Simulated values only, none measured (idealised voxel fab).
Process module, titled voxel self aligned vias
The figure presents cross-section cut, which has a width of 225 nm and is divided into square cells with an edge length of 5 nm.
A cross-section in this document is a grid of square cells, and it is written down as bands, the top band listed before the ones below it; a band is made up of one or more rows of cells.
The entry gives the band's vertical extent as a top height and a bottom height in nm, then its horizontal make-up as materials from left to right, each with a width in nm. "blank" stands for empty space; a single material marked "edge to edge" fills the band edge to edge.
Height reference: 0 = level under which incoming wafer is all one material. Lowest band: no bottom, runs on downward, e.g. "top 0, no bottom".
When a width is written as two numbers, as in "30 to 40", the first number is the width in the top row of cells of the band and the second is the width in its bottom row, and the width changes by the same amount from each row to the next.
Basically "no modifications" means that step didn't change any cell in the cross-section.
Reported under the label "Closed void listing" are the empty spaces having no open way to the top and comprising 8 cells or more; the notation for each is width x height at distance, in which the distance is measured from the left edge and all three values are in nm.
Note: text after step settings on the step line = simulator remark on that step.
"overlay nm" on a masked step: distance the mask lay right of its planned place, negative for left.
PROCESS STEPS - PLAN
- 1: RECEIVE with material Si
- 2: CONFORMAL_DEP with material SiO2, thk nm 15
- 3: CONFORMAL_DEP with material SiCN, thk nm 5
- 4: DIRECTIONAL_DEP with material SiO2, thk nm 25
- 5: MASKED_ETCH with tone open, mask id LINES, width nm 25, pitch nm 55, etch materials SiO2, depth nm 25, overlay nm 0
- 6: CONFORMAL_DEP with material TiN, thk nm 5
- 7: FILL_DEP with material W, thk nm 10
- 8: CMP with height nm 45
- 9: SELECTIVE_ETCH with etch materials W Ru TiN, depth nm 5
- 10: FILL_DEP with material SiN, thk nm 5
- 11: CMP with height nm 45
- 12: DIRECTIONAL_DEP with material SiO2, thk nm 15
- 13: MASKED_ETCH with tone open, mask id VIAS, width nm 35, pitch nm 55, etch materials SiO2, depth nm 15, overlay nm 0
- 14: MASKED_ETCH with tone open, mask id VIAS, width nm 35, pitch nm 55, etch materials SiN, depth nm 5, overlay nm 0
- 15: CONFORMAL_DEP with material TiN, thk nm 5
- 16: FILL_DEP with material W, thk nm 10
- 17: CMP with height nm 60
- 18: CONFORMAL_DEP with material SiN, thk nm 5
RUN AS PLANNED: FIRST OF TWO WAFERS
INCOMING WAFER, CROSS-SECTIONAL VIEW, POST STEP 1
- top 0, no bottom | Si edge to edge
- Closed void listing: none
WAFER SECTION VIEW AFTER PROCESSING STEP 2
- top 15, bottom 0 | SiO2 edge to edge
- Heights below 0 show no change.
WAFER SECTION VIEW AFTER PROCESSING STEP 3
- top 20, bottom 15 | SiCN edge to edge
- Heights below 15 show no change.
WAFER SECTION VIEW AFTER PROCESSING STEP 4
- top 45, bottom 20 | SiO2 edge to edge
- Heights below 20 show no change.
WAFER SECTION VIEW AFTER PROCESSING STEP 5
- top 45, bottom 20 | SiO2 70 / blank 25 / SiO2 30 / blank 25 / SiO2 75
- Heights below 20 show no change.
WAFER SECTION VIEW AFTER PROCESSING STEP 6
- top 50, bottom 45 | TiN 75 / blank 15 / TiN 40 / blank 15 / TiN 80
- top 45, bottom 25 | SiO2 70 / TiN 5 / blank 15 / TiN 5 / SiO2 30 / TiN 5 / blank 15 / TiN 5 / SiO2 75
- top 25, bottom 20 | SiO2 70 / TiN 25 / SiO2 30 / TiN 25 / SiO2 75
- Heights below 20 show no change.
WAFER SECTION VIEW AFTER PROCESSING STEP 7
- top 60, bottom 50 | W edge to edge
- top 50, bottom 45 | TiN 75 / W 15 / TiN 40 / W 15 / TiN 80
- top 45, bottom 25 | SiO2 70 / TiN 5 / W 15 / TiN 5 / SiO2 30 / TiN 5 / W 15 / TiN 5 / SiO2 75
- Heights below 25 show no change.
WAFER SECTION VIEW AFTER PROCESSING STEP 8
- top 45, bottom 25 | SiO2 70 / TiN 5 / W 15 / TiN 5 / SiO2 30 / TiN 5 / W 15 / TiN 5 / SiO2 75
- Heights below 25 show no change.
WAFER SECTION VIEW AFTER PROCESSING STEP 9
- top 45, bottom 40 | SiO2 70 / blank 25 / SiO2 30 / blank 25 / SiO2 75
- Heights below 40 show no change.
WAFER SECTION VIEW AFTER PROCESSING STEP 10
- top 50, bottom 45 | SiN edge to edge
- top 45, bottom 40 | SiO2 70 / SiN 25 / SiO2 30 / SiN 25 / SiO2 75
- Heights below 40 show no change.
WAFER SECTION VIEW AFTER PROCESSING STEP 11
- top 45, bottom 40 | SiO2 70 / SiN 25 / SiO2 30 / SiN 25 / SiO2 75
- Heights below 40 show no change.
WAFER SECTION VIEW AFTER PROCESSING STEP 12
- top 60, bottom 45 | SiO2 edge to edge
- Heights below 45 show no change.
WAFER SECTION VIEW AFTER PROCESSING STEP 13
- top 60, bottom 45 | SiO2 65 / blank 35 / SiO2 20 / blank 35 / SiO2 70
- Heights below 45 show no change.
WAFER SECTION VIEW AFTER PROCESSING STEP 14
- top 60, bottom 45 | SiO2 65 / blank 35 / SiO2 20 / blank 35 / SiO2 70
- top 45, bottom 40 | SiO2 70 / blank 25 / SiO2 30 / blank 25 / SiO2 75
- Heights below 40 show no change.
WAFER SECTION VIEW AFTER PROCESSING STEP 15
- top 65, bottom 60 | TiN 70 / blank 25 / TiN 30 / blank 25 / TiN 75
- top 60, bottom 50 | SiO2 65 / TiN 5 / blank 25 / TiN 5 / SiO2 20 / TiN 5 / blank 25 / TiN 5 / SiO2 70
- top 50, bottom 45 | SiO2 65 / TiN 10 / blank 15 / TiN 10 / SiO2 20 / TiN 10 / blank 15 / TiN 10 / SiO2 70
- top 45, bottom 40 | SiO2 70 / TiN 25 / SiO2 30 / TiN 25 / SiO2 75
- Heights below 40 show no change.
WAFER SECTION VIEW AFTER PROCESSING STEP 16
- top 75, bottom 65 | W edge to edge
- top 65, bottom 60 | TiN 70 / W 25 / TiN 30 / W 25 / TiN 75
- top 60, bottom 50 | SiO2 65 / TiN 5 / W 25 / TiN 5 / SiO2 20 / TiN 5 / W 25 / TiN 5 / SiO2 70
- top 50, bottom 45 | SiO2 65 / TiN 10 / W 15 / TiN 10 / SiO2 20 / TiN 10 / W 15 / TiN 10 / SiO2 70
- Heights below 45 show no change.
WAFER SECTION VIEW AFTER PROCESSING STEP 17
- top 60, bottom 50 | SiO2 65 / TiN 5 / W 25 / TiN 5 / SiO2 20 / TiN 5 / W 25 / TiN 5 / SiO2 70
- Heights below 50 show no change.
WAFER SECTION VIEW AFTER PROCESSING STEP 18
- top 65, bottom 60 | SiN edge to edge
- Heights below 60 show no change.
WAFER TWO. IDENTICAL START, IDENTICAL PLAN. ONE MISTAKE IN EXECUTION. IDENTICAL HISTORY THROUGH STEP 12
SECOND WAFER PROFILE IN SECTION, AT THE MOMENT STEP 13 OF THE PLAN WAS MEANT TO BE COMPLETE
- top 60, bottom 45 | blank 65 / SiO2 35 / blank 20 / SiO2 35 / blank 70
- Heights below 45 show no change.
Second wafer profile in section, at the moment step 14 of the plan was meant to be complete: no modifications
SECOND WAFER PROFILE IN SECTION, AT THE MOMENT STEP 15 OF THE PLAN WAS MEANT TO BE COMPLETE
- top 65, bottom 60 | blank 60 / TiN 45 / blank 10 / TiN 45 / blank 65
- top 60, bottom 50 | blank 60 / TiN 5 / SiO2 35 / TiN 5 / blank 10 / TiN 5 / SiO2 35 / TiN 5 / blank 65
- top 50, bottom 45 | TiN 65 / SiO2 35 / TiN 20 / SiO2 35 / TiN 70
- Heights below 45 show no change.
SECOND WAFER PROFILE IN SECTION, AT THE MOMENT STEP 16 OF THE PLAN WAS MEANT TO BE COMPLETE
- top 75, bottom 65 | W edge to edge
- top 65, bottom 60 | W 60 / TiN 45 / W 10 / TiN 45 / W 65
- top 60, bottom 50 | W 60 / TiN 5 / SiO2 35 / TiN 5 / W 10 / TiN 5 / SiO2 35 / TiN 5 / W 65
- Heights below 50 show no change.
SECOND WAFER PROFILE IN SECTION, AT THE MOMENT STEP 17 OF THE PLAN WAS MEANT TO BE COMPLETE
- top 60, bottom 50 | W 60 / TiN 5 / SiO2 35 / TiN 5 / W 10 / TiN 5 / SiO2 35 / TiN 5 / W 65
- Heights below 50 show no change.
SECOND WAFER PROFILE IN SECTION, AT THE MOMENT STEP 18 OF THE PLAN WAS MEANT TO BE COMPLETE
- top 65, bottom 60 | SiN edge to edge
- Heights below 60 show no change.
Where did the run depart from the plan? off-plan run, step 13, actual operation and settings MASKED_ETCH with tone cover, mask id VIAS, width nm 35, pitch nm 55, etch materials SiO2, depth nm 15, overlay nm 0
at the end the second wafer has, in cells: SiN +10, SiO2 -51, TiN +13, W +28
